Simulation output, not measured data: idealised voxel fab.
process module | voxel self aligned vias
Each square cell in cross-section cut measures 5 nm, and the section as a whole is 290 nm wide.
Each cross-section below is a grid of square cells, stated as bands in top-down order, with one or more rows of cells making up each band.
Quick guide to a band line: top height, bottom height (nm) up front; then every material left to right with its width in nm. Only one material and it's marked "all across"? Then it fills the band edge to edge. And "empty" just means empty space.
Height 0 is the level under which the wafer as received is all one material. The lowest band goes on downwards, as in "0..down".
Graded width ("30 to 40"): value in top row of band = first number; value in bottom row = second number; row-to-row change constant.
A step reported as "nothing altered" is a step in which no cell of the cross-section changed.
Heads up: "Fully closed voids" only lists the empty pockets with no open path to the top that are 8 cells or more, and it writes them as width x height at distance, distance from the left edge, in nm.
after a step's settings: what the simulator itself notes on the step
The line of a step may include "overlay nm". On a step with a mask, this value is how far to the right of its planned place the mask lay. A negative value means the mask lay to the left.
Planned process steps
1. RECEIVE, material Si
2. CONFORMAL_DEP, material SiO2, thk nm 15
3. CONFORMAL_DEP, material SiCN, thk nm 5
4. DIRECTIONAL_DEP, material SiO2, thk nm 20
5. PATTERN, tone open, mask id LINES, material resist, width nm 25, pitch nm 55, thk nm 15, overlay nm 0
6. DIRECTIONAL_ETCH, etch materials SiO2, depth nm 20
7. STRIP, etch materials resist
8. CONFORMAL_DEP, material TiN, thk nm 5
9. FILL_DEP, material Ru, thk nm 5
10. CMP, height nm 40
11. SELECTIVE_ETCH, etch materials W Ru TiN, depth nm 10
12. FILL_DEP, material SiN, thk nm 10
13. CMP, height nm 40
14. DIRECTIONAL_DEP, material SiO2, thk nm 15
15. DIRECTIONAL_DEP, material aC, thk nm 15
16. PATTERN, tone open, mask id VIAS, material resist, width nm 35, pitch nm 55, thk nm 35, overlay nm 0
17. DIRECTIONAL_ETCH, etch materials aC, depth nm 15
18. STRIP, etch materials resist
19. DIRECTIONAL_ETCH, etch materials SiO2, depth nm 15
20. DIRECTIONAL_ETCH, etch materials SiN, depth nm 10
21. STRIP, etch materials aC
22. CONFORMAL_DEP, material TiN, thk nm 5
23. FILL_DEP, material Ru, thk nm 5
24. CMP, height nm 55
25. CONFORMAL_DEP, material SiCN, thk nm 5
Account of the first of two wafers, which was processed as intended
Delivered wafer in cross-section: state after step 1
  0..down: Si all across
  Fully closed voids: none
State of the wafer after step 2, shown in cross-section
  15..0: SiO2 all across
  Everything under 0 stays put, no change at all.
State of the wafer after step 3, shown in cross-section
  20..15: SiCN all across
  Everything under 15 stays put, no change at all.
State of the wafer after step 4, shown in cross-section
  40..20: SiO2 all across
  Everything under 20 stays put, no change at all.
State of the wafer after step 5, shown in cross-section
  55..40: 105 of resist  25 of empty  30 of resist  25 of empty  105 of resist
  Everything under 40 stays put, no change at all.
State of the wafer after step 6, shown in cross-section
  55..40: 105 of resist  25 of empty  30 of resist  25 of empty  105 of resist
  40..20: 105 of SiO2  25 of empty  30 of SiO2  25 of empty  105 of SiO2
  Everything under 20 stays put, no change at all.
State of the wafer after step 7, shown in cross-section
  40..20: 105 of SiO2  25 of empty  30 of SiO2  25 of empty  105 of SiO2
  Everything under 20 stays put, no change at all.
State of the wafer after step 8, shown in cross-section
  45..40: 110 of TiN  15 of empty  40 of TiN  15 of empty  110 of TiN
  40..25: 105 of SiO2  5 of TiN  15 of empty  5 of TiN  30 of SiO2  5 of TiN  15 of empty  5 of TiN  105 of SiO2
  25..20: 105 of SiO2  25 of TiN  30 of SiO2  25 of TiN  105 of SiO2
  Everything under 20 stays put, no change at all.
State of the wafer after step 9, shown in cross-section
  50..45: Ru all across
  45..40: 110 of TiN  15 of Ru  40 of TiN  15 of Ru  110 of TiN
  40..25: 105 of SiO2  5 of TiN  15 of Ru  5 of TiN  30 of SiO2  5 of TiN  15 of Ru  5 of TiN  105 of SiO2
  Everything under 25 stays put, no change at all.
State of the wafer after step 10, shown in cross-section
  40..25: 105 of SiO2  5 of TiN  15 of Ru  5 of TiN  30 of SiO2  5 of TiN  15 of Ru  5 of TiN  105 of SiO2
  Everything under 25 stays put, no change at all.
State of the wafer after step 11, shown in cross-section
  40..30: 105 of SiO2  25 of empty  30 of SiO2  25 of empty  105 of SiO2
  Everything under 30 stays put, no change at all.
State of the wafer after step 12, shown in cross-section
  50..40: SiN all across
  40..30: 105 of SiO2  25 of SiN  30 of SiO2  25 of SiN  105 of SiO2
  Everything under 30 stays put, no change at all.
State of the wafer after step 13, shown in cross-section
  40..30: 105 of SiO2  25 of SiN  30 of SiO2  25 of SiN  105 of SiO2
  Everything under 30 stays put, no change at all.
State of the wafer after step 14, shown in cross-section
  55..40: SiO2 all across
  Everything under 40 stays put, no change at all.
State of the wafer after step 15, shown in cross-section
  70..55: aC all across
  Everything under 55 stays put, no change at all.
State of the wafer after step 16, shown in cross-section
  105..70: 100 of resist  35 of empty  20 of resist  35 of empty  100 of resist
  Everything under 70 stays put, no change at all.
State of the wafer after step 17, shown in cross-section
  90..70: 100 of resist  35 of empty  20 of resist  35 of empty  100 of resist
  70..55: 100 of aC  35 of empty  20 of aC  35 of empty  100 of aC
  Everything under 55 stays put, no change at all.
State of the wafer after step 18, shown in cross-section
  70..55: 100 of aC  35 of empty  20 of aC  35 of empty  100 of aC
  Everything under 55 stays put, no change at all.
State of the wafer after step 19, shown in cross-section
  70..55: 100 of aC  35 of empty  20 of aC  35 of empty  100 of aC
  55..40: 100 of SiO2  35 of empty  20 of SiO2  35 of empty  100 of SiO2
  Everything under 40 stays put, no change at all.
State of the wafer after step 20, shown in cross-section
  70..55: 100 of aC  35 of empty  20 of aC  35 of empty  100 of aC
  55..40: 100 of SiO2  35 of empty  20 of SiO2  35 of empty  100 of SiO2
  40..30: 105 of SiO2  25 of empty  30 of SiO2  25 of empty  105 of SiO2
  Everything under 30 stays put, no change at all.
State of the wafer after step 21, shown in cross-section
  55..40: 100 of SiO2  35 of empty  20 of SiO2  35 of empty  100 of SiO2
  Everything under 40 stays put, no change at all.
State of the wafer after step 22, shown in cross-section
  60..55: 105 of TiN  25 of empty  30 of TiN  25 of empty  105 of TiN
  55..45: 100 of SiO2  5 of TiN  25 of empty  5 of TiN  20 of SiO2  5 of TiN  25 of empty  5 of TiN  100 of SiO2
  45..35: 100 to 105 of SiO2  10 to 5 of TiN  15 of empty  10 to 5 of TiN  20 to 30 of SiO2  10 to 5 of TiN  15 of empty  10 to 5 of TiN  100 to 105 of SiO2
  35..30: 105 of SiO2  25 of TiN  30 of SiO2  25 of TiN  105 of SiO2
  Everything under 30 stays put, no change at all.
State of the wafer after step 23, shown in cross-section
  65..60: Ru all across
  60..55: 105 of TiN  25 of Ru  30 of TiN  25 of Ru  105 of TiN
  55..45: 100 of SiO2  5 of TiN  25 of Ru  5 of TiN  20 of SiO2  5 of TiN  25 of Ru  5 of TiN  100 of SiO2
  45..35: 100 to 105 of SiO2  10 to 5 of TiN  15 of Ru  10 to 5 of TiN  20 to 30 of SiO2  10 to 5 of TiN  15 of Ru  10 to 5 of TiN  100 to 105 of SiO2
  Everything under 35 stays put, no change at all.
State of the wafer after step 24, shown in cross-section
  55..45: 100 of SiO2  5 of TiN  25 of Ru  5 of TiN  20 of SiO2  5 of TiN  25 of Ru  5 of TiN  100 of SiO2
  Everything under 45 stays put, no change at all.
State of the wafer after step 25, shown in cross-section
  60..55: SiCN all across
  Everything under 55 stays put, no change at all.
Here the second wafer is described. Its start and its plan were those of the first wafer. Its run contained one mistake. Up to and including step 1, it did exactly what the first wafer did
The second wafer cut through, at the time step 2 was supposed to be finished
  30..0: SiO2 all across
  Everything under 0 stays put, no change at all.
The second wafer cut through, at the time step 3 was supposed to be finished
  35..30: SiCN all across
  Everything under 30 stays put, no change at all.
The second wafer cut through, at the time step 4 was supposed to be finished
  55..35: SiO2 all across
  Everything under 35 stays put, no change at all.
The second wafer cut through, at the time step 5 was supposed to be finished
  70..55: 105 of resist  25 of empty  30 of resist  25 of empty  105 of resist
  Everything under 55 stays put, no change at all.
The second wafer cut through, at the time step 6 was supposed to be finished
  70..55: 105 of resist  25 of empty  30 of resist  25 of empty  105 of resist
  55..35: 105 of SiO2  25 of empty  30 of SiO2  25 of empty  105 of SiO2
  Everything under 35 stays put, no change at all.
The second wafer cut through, at the time step 7 was supposed to be finished
  55..35: 105 of SiO2  25 of empty  30 of SiO2  25 of empty  105 of SiO2
  Everything under 35 stays put, no change at all.
The second wafer cut through, at the time step 8 was supposed to be finished
  60..55: 110 of TiN  15 of empty  40 of TiN  15 of empty  110 of TiN
  55..40: 105 of SiO2  5 of TiN  15 of empty  5 of TiN  30 of SiO2  5 of TiN  15 of empty  5 of TiN  105 of SiO2
  40..35: 105 of SiO2  25 of TiN  30 of SiO2  25 of TiN  105 of SiO2
  Everything under 35 stays put, no change at all.
The second wafer cut through, at the time step 9 was supposed to be finished
  65..60: Ru all across
  60..55: 110 of TiN  15 of Ru  40 of TiN  15 of Ru  110 of TiN
  55..40: 105 of SiO2  5 of TiN  15 of Ru  5 of TiN  30 of SiO2  5 of TiN  15 of Ru  5 of TiN  105 of SiO2
  Everything under 40 stays put, no change at all.
The second wafer cut through, at the time step 10 was supposed to be finished
  40..35: 105 of SiO2  25 of TiN  30 of SiO2  25 of TiN  105 of SiO2
  Everything under 35 stays put, no change at all.
The second wafer cut through, at the time step 11 was supposed to be finished
  40..35: 105 of SiO2  25 of empty  30 of SiO2  25 of empty  105 of SiO2
  Everything under 35 stays put, no change at all.
The second wafer cut through, at the time step 12 was supposed to be finished
  50..40: SiN all across
  40..35: 105 of SiO2  25 of SiN  30 of SiO2  25 of SiN  105 of SiO2
  Everything under 35 stays put, no change at all.
The second wafer cut through, at the time step 13 was supposed to be finished
  40..35: 105 of SiO2  25 of SiN  30 of SiO2  25 of SiN  105 of SiO2
  Everything under 35 stays put, no change at all.
The second wafer cut through, at the time step 14 was supposed to be finished
  55..40: SiO2 all across
  Everything under 40 stays put, no change at all.
The second wafer cut through, at the time step 15 was supposed to be finished
  70..55: aC all across
  Everything under 55 stays put, no change at all.
The second wafer cut through, at the time step 16 was supposed to be finished
  105..70: 100 of resist  35 of empty  20 of resist  35 of empty  100 of resist
  Everything under 70 stays put, no change at all.
The second wafer cut through, at the time step 17 was supposed to be finished
  90..70: 100 of resist  35 of empty  20 of resist  35 of empty  100 of resist
  70..55: 100 of aC  35 of empty  20 of aC  35 of empty  100 of aC
  Everything under 55 stays put, no change at all.
The second wafer cut through, at the time step 18 was supposed to be finished
  70..55: 100 of aC  35 of empty  20 of aC  35 of empty  100 of aC
  Everything under 55 stays put, no change at all.
The second wafer cut through, at the time step 19 was supposed to be finished
  70..55: 100 of aC  35 of empty  20 of aC  35 of empty  100 of aC
  55..40: 100 of SiO2  35 of empty  20 of SiO2  35 of empty  100 of SiO2
  Everything under 40 stays put, no change at all.
The second wafer cut through, at the time step 20 was supposed to be finished
  70..55: 100 of aC  35 of empty  20 of aC  35 of empty  100 of aC
  55..40: 100 of SiO2  35 of empty  20 of SiO2  35 of empty  100 of SiO2
  40..35: 105 of SiO2  25 of empty  30 of SiO2  25 of empty  105 of SiO2
  Everything under 35 stays put, no change at all.
The second wafer cut through, at the time step 21 was supposed to be finished
  55..40: 100 of SiO2  35 of empty  20 of SiO2  35 of empty  100 of SiO2
  Everything under 40 stays put, no change at all.
The second wafer cut through, at the time step 22 was supposed to be finished
  60..55: 105 of TiN  25 of empty  30 of TiN  25 of empty  105 of TiN
  55..45: 100 of SiO2  5 of TiN  25 of empty  5 of TiN  20 of SiO2  5 of TiN  25 of empty  5 of TiN  100 of SiO2
  45..40: 100 of SiO2  10 of TiN  15 of empty  10 of TiN  20 of SiO2  10 of TiN  15 of empty  10 of TiN  100 of SiO2
  40..35: 105 of SiO2  25 of TiN  30 of SiO2  25 of TiN  105 of SiO2
  Everything under 35 stays put, no change at all.
The second wafer cut through, at the time step 23 was supposed to be finished
  65..60: Ru all across
  60..55: 105 of TiN  25 of Ru  30 of TiN  25 of Ru  105 of TiN
  55..45: 100 of SiO2  5 of TiN  25 of Ru  5 of TiN  20 of SiO2  5 of TiN  25 of Ru  5 of TiN  100 of SiO2
  45..40: 100 of SiO2  10 of TiN  15 of Ru  10 of TiN  20 of SiO2  10 of TiN  15 of Ru  10 of TiN  100 of SiO2
  Everything under 40 stays put, no change at all.
The second wafer cut through, at the time step 24 was supposed to be finished
  55..45: 100 of SiO2  5 of TiN  25 of Ru  5 of TiN  20 of SiO2  5 of TiN  25 of Ru  5 of TiN  100 of SiO2
  Everything under 45 stays put, no change at all.
The second wafer cut through, at the time step 25 was supposed to be finished
  60..55: SiCN all across
  Everything under 55 stays put, no change at all.
Plan not followed: regarding the plan, step 2 was run twice
End of process, cell counts, second wafer against first, materials with more or fewer: Ru -12, SiO2 +30, TiN -18
